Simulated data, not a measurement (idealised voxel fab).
process module | voxel capacitor over wiring
cross-section cut | 235 nm wide | cells 5 nm
A cross-section is a grid of square cells, given in bands from the top down. A band is one or more rows of cells.
Each band's line starts with the height of the band's top and of its bottom, in nm. Then come its materials from left to right, each with its width in nm. One material with "throughout" fills the band from edge to edge. "air" is empty space.
Height 0 is the level under which the wafer as received is all one material. The lowest band goes on downwards, as in "0 down".
A width such as "30 to 40" changes by the same amount from each row of cells to the next, from the band's top row to its bottom row.
"no change" after a step means that no cell of the cross-section changed.
closed voids: empty space of 8 cells or more with no open way to the top, each as width x height at its distance from the left edge, in nm
after a step's settings: what the simulator itself notes on the step
overlay nm, on a step with a mask: how far to the right of its planned place the mask lay; to the left if negative
plan
1 op RECEIVE | material Si
2 op CONFORMAL_DEP | material SiO2 | thk nm 10
3 op DIRECTIONAL_DEP | material TiN | thk nm 5
4 op DIRECTIONAL_DEP | material Ru | thk nm 25
5 op DIRECTIONAL_DEP | material aC | thk nm 10
6 op PATTERN | tone cover | mask id METAL_1 | material resist | width nm 30 | pitch nm 85 | thk nm 30 | overlay nm 0
7 op DIRECTIONAL_ETCH | etch materials aC | depth nm 10
8 op STRIP | etch materials resist
9 op DIRECTIONAL_ETCH | etch materials Ru | depth nm 25
10 op DIRECTIONAL_ETCH | etch materials TiN | depth nm 5
11 op STRIP | etch materials aC
12 op CONFORMAL_DEP | material SiCN | thk nm 5
13 op FILL_DEP | material lowk | thk nm 5
14 op CMP | height nm 40
15 op CONFORMAL_DEP | material SiCN | thk nm 5
16 op DIRECTIONAL_DEP | material SiO2 | thk nm 10
17 op MASKED_ETCH | tone open | mask id PLUG_1 | width nm 15 | etch materials SiO2 | depth nm 10 | overlay nm 0
18 op MASKED_ETCH | tone open | mask id PLUG_1 | width nm 15 | etch materials SiCN | depth nm 5 | overlay nm 0
19 op EPI | material Ru | thk nm 10
20 op EPI | material Ru | thk nm 5
21 op DIRECTIONAL_DEP | material TiN | thk nm 10
22 op DIRECTIONAL_DEP | material Al2O3 | thk nm 5
23 op DIRECTIONAL_DEP | material TiN | thk nm 5
24 op DIRECTIONAL_DEP | material aC | thk nm 10
25 op PATTERN | tone cover | mask id UPPER_PLATE | material resist | width nm 60 | thk nm 30 | overlay nm 0
26 op DIRECTIONAL_ETCH | etch materials aC | depth nm 10
27 op STRIP | etch materials resist
28 op DIRECTIONAL_ETCH | etch materials TiN | depth nm 5
29 op DIRECTIONAL_ETCH | etch materials Al2O3 | depth nm 5
30 op STRIP | etch materials aC
31 op MASKED_ETCH | tone cover | mask id LOWER_PLATE | width nm 70 | etch materials TiN | depth nm 10 | overlay nm 0
32 op FILL_DEP | material SiO2 | thk nm 20
33 op CMP | height nm 90
34 op DIRECTIONAL_DEP | material aC | thk nm 15
35 op PATTERN | tone open | mask id PLUG_2 | material resist | width nm 15 | thk nm 30 | overlay nm 0
36 op DIRECTIONAL_ETCH | etch materials aC | depth nm 15
37 op STRIP | etch materials resist
38 op DIRECTIONAL_ETCH | etch materials SiO2 | depth nm 15
39 op STRIP | etch materials aC
40 op CONFORMAL_DEP | material TiN | thk nm 5
41 op FILL_DEP | material W | thk nm 5
42 op CMP | height nm 90
43 op CONFORMAL_DEP | material SiCN | thk nm 5
as received, after step 1
  0 down: Si throughout
  closed voids: none
first wafer at the end, as planned
  95 to 90: SiCN throughout
  90 to 80: SiO2 85 | TiN 5 | W 5 | TiN 5 | SiO2 135
  80 to 70: SiO2 85 to 75 | TiN 15 to 60 | SiO2 135 to 100
  70 to 65: SiO2 75 | Al2O3 60 | SiO2 100
  65 to 55: SiO2 70 | TiN 70 | SiO2 95
  55 to 45: SiO2 75 | Ru 15 | SiO2 145
  45 to 40: SiCN 75 | Ru 15 | SiCN 145
  40 to 15: lowk 55 | SiCN 5 | Ru 30 | SiCN 5 | lowk 45 | SiCN 5 | Ru 30 | SiCN 5 | lowk 55
  15 to 10: SiCN 60 | TiN 30 | SiCN 55 | TiN 30 | SiCN 60
  10 to 0: SiO2 throughout
  0 down: Si throughout
  closed voids: none
second wafer at the end: like start, like plan, one mistake
  95 to 90: SiCN throughout
  90 to 80: SiO2 85 | TiN 5 | W 5 | TiN 5 | SiO2 135
  80 to 75: SiO2 85 | TiN 15 | SiO2 135
  75 to 70: SiO2 throughout
  70 to 65: SiO2 75 | TiN 60 | SiO2 100
  65 to 60: SiO2 75 | Al2O3 60 | SiO2 100
  60 to 50: SiO2 70 | TiN 70 | SiO2 95
  50 to 40: SiO2 75 | Ru 15 | SiO2 145
  40 to 35: SiCN 75 | Ru 15 | SiCN 145
  35 to 15: lowk 55 | SiCN 5 | Ru 30 | SiCN 5 | lowk 45 | SiCN 5 | Ru 30 | SiCN 5 | lowk 55
  15 to 10: SiCN 60 | TiN 30 | SiCN 55 | TiN 30 | SiCN 60
  10 to 0: SiO2 throughout
  0 down: Si throughout
  closed voids: none
what went wrong: step 14 ran as: op CMP | height nm 35
at the end the second wafer has, in cells: 12 fewer of Ru | 4 fewer of SiCN | 47 more of SiO2 | 31 fewer of lowk
